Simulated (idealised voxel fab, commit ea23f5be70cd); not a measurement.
Module name: voxel double patterning (process module)
210 nm wide, 5 nm square cells: that's cross-section cut.
In what follows, cross-sections appear as grids of square cells, described through bands that run from the top down, where every band is one or more rows of cells. Heads up on the band format: heights come first, top then bottom, in nm. After that it's the materials left to right, each with its width in nm. A single material flagged "full width" fills the whole band edge to edge, and "empty" means there's empty space there. We count height from 0. Below that, the starting wafer is all one material. The lowest band never ends at the bottom but goes on down; see "z 0 and below" for how that is written. Width "30->40": first value at the band's top row of cells, second value at its bottom row, equal change from row to row. Basically "remained the same" means that step didn't change any cell in the cross-section. Entry "Fully enclosed voids". Content: empty spaces with no open connection to the top, size 8 cells or greater. Each: width x height at distance. Distance: from left edge. Unit: nm. Text after the settings on a step's line: the simulator's own remark on that step. A step line may carry the setting "overlay nm", which, for steps involving a mask, states the distance by which the mask lay to the right of its intended position; negative values denote displacement to the left.

Set out below are the planned steps of the process
1. op RECEIVE | material Si
2. op CONFORMAL_DEP | material SiN | thk nm 10
3. op DIRECTIONAL_DEP | material SiO2 | thk nm 5
4. op DIRECTIONAL_DEP | material SiCN | thk nm 10
5. op MASKED_ETCH | tone open | mask id FIRST | width nm 15 | pitch nm 50 | etch materials SiCN | depth nm 10 | overlay nm 0
6. op MASKED_ETCH | tone open | mask id SECOND | width nm 15 | pitch nm 50 | etch materials SiCN | depth nm 10 | overlay nm 0
7. op DIRECTIONAL_ETCH | etch materials SiO2 | depth nm 10
8. op STRIP | etch materials SiCN
All wafers enter the flow in the same state. The thk nm at step 3 differs from wafer to wafer, and the plan gives the value for the first wafer.

The first of several wafers as received, shown in cross-section; this is its state after step 1
    z 0 and below  Si full width
    Fully enclosed voids: none

Per-wafer rows below. For each material: cells gained (+) or lost (-) since the wafer was received, as of end of module. Then: closed voids
thk nm 5; +84 SiN; +27 SiO2; Fully enclosed voids: none
thk nm 10; +84 SiN; +54 SiO2; Fully enclosed voids: none
thk nm 15; +84 SiN; +96 SiO2; Fully enclosed voids: none
thk nm 20; +84 SiN; +138 SiO2; Fully enclosed voids: none
thk nm 25; +84 SiN; +180 SiO2; Fully enclosed voids: none
